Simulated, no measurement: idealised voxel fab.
process module | voxel wiring stack
cross-section cut | 300 nm wide | cells 5 nm
A cross-section is a grid of square cells, given in bands from the top down. A band is one or more rows of cells.
Each band's line starts with the height of the band's top and of its bottom, in nm. Then come its materials from left to right, each with its width in nm. One material with "throughout" fills the band from edge to edge. "air" is empty space.
Height 0 is the level under which the wafer as received is all one material. The lowest band goes on downwards, as in "0 down".
A width such as "30 to 40" changes by the same amount from each row of cells to the next, from the band's top row to its bottom row.
"no change" after a step means that no cell of the cross-section changed.
closed voids: empty space of 8 cells or more with no open way to the top, each as width x height at its distance from the left edge, in nm
after a step's settings: what the simulator itself notes on the step
overlay nm, on a step with a mask: how far to the right of its planned place the mask lay; to the left if negative
plan
1 op RECEIVE | material Si
2 op CONFORMAL_DEP | material SiO2 | thk nm 15
3 op DIRECTIONAL_DEP | material TiN | thk nm 5
4 op DIRECTIONAL_DEP | material W | thk nm 25
5 op DIRECTIONAL_DEP | material aC | thk nm 15
6 op PATTERN | tone cover | mask id METAL_1 | material resist | width nm 20 | pitch nm 35 | thk nm 30 | overlay nm 0
7 op DIRECTIONAL_ETCH | etch materials aC | depth nm 15
8 op STRIP | etch materials resist
9 op DIRECTIONAL_ETCH | etch materials W | depth nm 25
10 op DIRECTIONAL_ETCH | etch materials TiN | depth nm 5
11 op STRIP | etch materials aC
12 op FILL_DEP | material SiO2 | thk nm 10
13 op CMP | height nm 45
14 op CONFORMAL_DEP | material SiCN | thk nm 5
15 op DIRECTIONAL_DEP | material lowk | thk nm 20
16 op PATTERN | tone open | mask id PLUG_1 | material resist | width nm 15 | thk nm 20 | overlay nm 0
17 op DIRECTIONAL_ETCH | etch materials lowk | depth nm 20
18 op DIRECTIONAL_ETCH | etch materials SiCN | depth nm 5
19 op STRIP | etch materials resist
20 op EPI | material Ru | thk nm 10
21 op EPI | material Ru | thk nm 10
22 op EPI | material Ru | thk nm 5
23 op DIRECTIONAL_DEP | material TiN | thk nm 5
24 op DIRECTIONAL_DEP | material W | thk nm 25
25 op DIRECTIONAL_DEP | material aC | thk nm 15
26 op PATTERN | tone cover | mask id METAL_2 | material resist | width nm 20 | pitch nm 35 | thk nm 35 | overlay nm 0
27 op DIRECTIONAL_ETCH | etch materials aC | depth nm 15
28 op STRIP | etch materials resist
29 op DIRECTIONAL_ETCH | etch materials W | depth nm 25
30 op DIRECTIONAL_ETCH | etch materials TiN | depth nm 5
31 op STRIP | etch materials aC
32 op CONFORMAL_DEP | material SiN | thk nm 5
33 op FILL_DEP | material SiO2 | thk nm 5
34 op CMP | height nm 100
35 op CONFORMAL_DEP | material SiCN | thk nm 5
36 op DIRECTIONAL_DEP | material SiO2 | thk nm 20
37 op PATTERN | tone open | mask id PLUG_2 | material resist | width nm 15 | thk nm 20 | overlay nm 0
38 op DIRECTIONAL_ETCH | etch materials SiO2 | depth nm 20
39 op DIRECTIONAL_ETCH | etch materials SiCN | depth nm 5
40 op STRIP | etch materials resist
41 op EPI | material Ru | thk nm 10
42 op EPI | material Ru | thk nm 10
43 op EPI | material Ru | thk nm 5
44 op DIRECTIONAL_DEP | material TiN | thk nm 5
45 op DIRECTIONAL_DEP | material Ru | thk nm 15
46 op MASKED_ETCH | tone cover | mask id METAL_3 | width nm 20 | pitch nm 35 | etch materials Ru | depth nm 15 | overlay nm 0
47 op MASKED_ETCH | tone cover | mask id METAL_3 | width nm 20 | pitch nm 35 | etch materials TiN | depth nm 5 | overlay nm 0
48 op CONFORMAL_DEP | material SiCN | thk nm 5
49 op FILL_DEP | material SiO2 | thk nm 5
50 op CMP | height nm 145
51 op CONFORMAL_DEP | material SiCN | thk nm 5
as received, after step 1
  0 down: Si throughout
  closed voids: none
first wafer at the end, as planned
  150 to 145: SiCN throughout
  145 to 130: SiO2 115 | SiCN 5 | Ru 20 | SiCN 5 | SiO2 5 | SiCN 5 | Ru 20 | SiCN 5 | SiO2 120
  130 to 125: SiCN 120 | TiN 20 | SiCN 15 | TiN 20 | SiCN 125
  125 to 105: SiO2 120 | Ru 15 | SiO2 165
  105 to 100: SiCN 120 | Ru 15 | SiCN 165
  100 to 75: SiO2 115 | SiN 5 | W 20 | SiN 5 | SiO2 5 | SiN 5 | W 20 | SiN 5 | SiO2 120
  75 to 70: SiN 120 | TiN 20 | SiN 15 | TiN 20 | SiN 125
  70 to 50: lowk 120 | Ru 15 | lowk 165
  50 to 45: SiCN 120 | Ru 15 | SiCN 165
  45 to 20: SiO2 120 | W 20 | SiO2 15 | W 20 | SiO2 125
  20 to 15: SiO2 120 | TiN 20 | SiO2 15 | TiN 20 | SiO2 125
  15 to 0: SiO2 throughout
  0 down: Si throughout
  closed voids: none
second wafer at the end: like start, like plan, one mistake
  150 to 145: SiCN throughout
  145 to 140: SiO2 115 | SiCN 5 | Ru 20 | SiCN 5 | SiO2 5 | SiCN 5 | Ru 20 | SiCN 5 | SiO2 120
  140 to 135: SiCN 120 | Ru 20 | SiCN 15 | Ru 20 | SiCN 125
  135 to 130: Ru throughout
  130 to 125: TiN 120 | Ru 15 | TiN 165
  125 to 120: SiO2 120 | TiN 15 | SiO2 165
  120 to 105: SiO2 120 | Ru 15 | SiO2 165
  105 to 100: SiCN 120 | Ru 15 | SiCN 165
  100 to 75: SiO2 115 | SiN 5 | W 20 | SiN 5 | SiO2 5 | SiN 5 | W 20 | SiN 5 | SiO2 120
  75 to 70: SiN 120 | TiN 20 | SiN 15 | TiN 20 | SiN 125
  70 to 50: lowk 120 | Ru 15 | lowk 165
  50 to 45: SiCN 120 | Ru 15 | SiCN 165
  45 to 20: SiO2 120 | W 20 | SiO2 15 | W 20 | SiO2 125
  20 to 15: SiO2 120 | TiN 20 | SiO2 15 | TiN 20 | SiO2 125
  15 to 0: SiO2 throughout
  0 down: Si throughout
  closed voids: none
what went wrong: steps 43 and 44 were swapped
at the end the second wafer has, in cells: 52 more of Ru | 8 fewer of SiCN | 96 fewer of SiO2 | 52 more of TiN
